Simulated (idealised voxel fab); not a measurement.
process module | voxel fin reveal
cross-section cut | 180 nm wide | cells 5 nm
A cross-section is a grid of square cells, given in bands from the top down. A band is one or more rows of cells.
Each band's line starts with the height of the band's top and of its bottom, in nm. Then come its materials from left to right, each with its width in nm. One material with "throughout" fills the band from edge to edge. "air" is empty space.
Height 0 is the level under which the wafer as received is all one material. The lowest band goes on downwards, as in "0 down".
A width such as "30 to 40" changes by the same amount from each row of cells to the next, from the band's top row to its bottom row.
"no change" after a step means that no cell of the cross-section changed.
closed voids: empty space of 8 cells or more with no open way to the top, each as width x height at its distance from the left edge, in nm
after a step's settings: what the simulator itself notes on the step
overlay nm, on a step with a mask: how far to the right of its planned place the mask lay; to the left if negative
plan
1 op RECEIVE | material Si
2 op CONFORMAL_DEP | material SiN | thk nm 10
3 op MASKED_ETCH | tone cover | mask id FINS | width nm 15 | pitch nm 40 | etch materials SiN | depth nm 10 | overlay nm 0
4 op MASKED_ETCH | tone cover | mask id FINS | width nm 15 | pitch nm 40 | etch materials Si | depth nm 35 | overlay nm 0
5 op OXIDIZE | depth nm 5
6 op FILL_DEP | material SiO2 | thk nm 5
7 op CMP | height nm 10
8 op SELECTIVE_ETCH | etch materials SiO2 | depth nm 25
9 op STRIP | etch materials SiN
10 op CONFORMAL_DEP | material HfO2 | thk nm 5
first wafer, as planned
as received, after step 1
  0 down: Si throughout
  closed voids: none
after step 2
  10 to 0: SiN throughout
  below 0: unchanged
after step 3
  10 to 0: air 60 | SiN 15 | air 25 | SiN 15 | air 65
  below 0: unchanged
after step 4
  10 to 0: air 60 | SiN 15 | air 25 | SiN 15 | air 65
  0 to -35: air 60 | Si 15 | air 25 | Si 15 | air 65
  below -35: unchanged
after step 5
  10 to 0: air 60 | SiN 15 | air 25 | SiN 15 | air 65
  0 to -35: air 60 | SiO2 5 | Si 5 | SiO2 5 | air 25 | SiO2 5 | Si 5 | SiO2 5 | air 65
  -35 to -40: SiO2 65 | Si 5 | SiO2 35 | Si 5 | SiO2 70
  below -40: unchanged
after step 6
  15 to 10: SiO2 throughout
  10 to 0: SiO2 60 | SiN 15 | SiO2 25 | SiN 15 | SiO2 65
  0 to -40: SiO2 65 | Si 5 | SiO2 35 | Si 5 | SiO2 70
  below -40: unchanged
after step 7
  10 to 0: SiO2 60 | SiN 15 | SiO2 25 | SiN 15 | SiO2 65
  below 0: unchanged
after step 8
  10 to 0: air 60 | SiN 15 | air 25 | SiN 15 | air 65
  0 to -15: air 65 | Si 5 | air 35 | Si 5 | air 70
  below -15: unchanged
after step 9
  0 to -15: air 65 | Si 5 | air 35 | Si 5 | air 70
  below -15: unchanged
after step 10
  5 to 0: air 60 | HfO2 15 | air 25 | HfO2 15 | air 65
  0 to -10: air 60 | HfO2 5 | Si 5 | HfO2 5 | air 25 | HfO2 5 | Si 5 | HfO2 5 | air 65
  -10 to -15: HfO2 65 | Si 5 | HfO2 35 | Si 5 | HfO2 70
  below -15: unchanged
second wafer: like start, like plan, one mistake. Through step 2 it matches the first wafer
when step 3 should have ended
  10 to 0: SiN 60 | air 15 | SiN 25 | air 15 | SiN 65
  below 0: unchanged
when step 4 should have ended: no change
when step 5 should have ended
  10 to 0: SiN 60 | air 15 | SiN 25 | air 15 | SiN 65
  0 to -5: Si 55 | SiO2 25 | Si 15 | SiO2 25 | Si 60
  below -5: unchanged
when step 6 should have ended
  15 to 10: SiO2 throughout
  10 to 0: SiN 60 | SiO2 15 | SiN 25 | SiO2 15 | SiN 65
  below 0: unchanged
when step 7 should have ended
  10 to 0: SiN 60 | SiO2 15 | SiN 25 | SiO2 15 | SiN 65
  below 0: unchanged
when step 8 should have ended
  10 to 0: SiN 60 | air 15 | SiN 25 | air 15 | SiN 65
  0 to -5: Si 55 | air 25 | Si 15 | air 25 | Si 60
  below -5: unchanged
when step 9 should have ended
  0 to -5: Si 55 | air 25 | Si 15 | air 25 | Si 60
  below -5: unchanged
when step 10 should have ended
  5 to 0: HfO2 60 | air 15 | HfO2 25 | air 15 | HfO2 65
  0 to -5: Si 55 | HfO2 25 | Si 15 | HfO2 25 | Si 60
  below -5: unchanged
what went wrong: step 3 ran as: op MASKED_ETCH | tone open | mask id FINS | width nm 15 | pitch nm 40 | etch materials SiN | depth nm 10 | overlay nm 0
at the end the second wafer has, in cells: 8 fewer of HfO2 | 262 more of Si | 170 fewer of SiO2
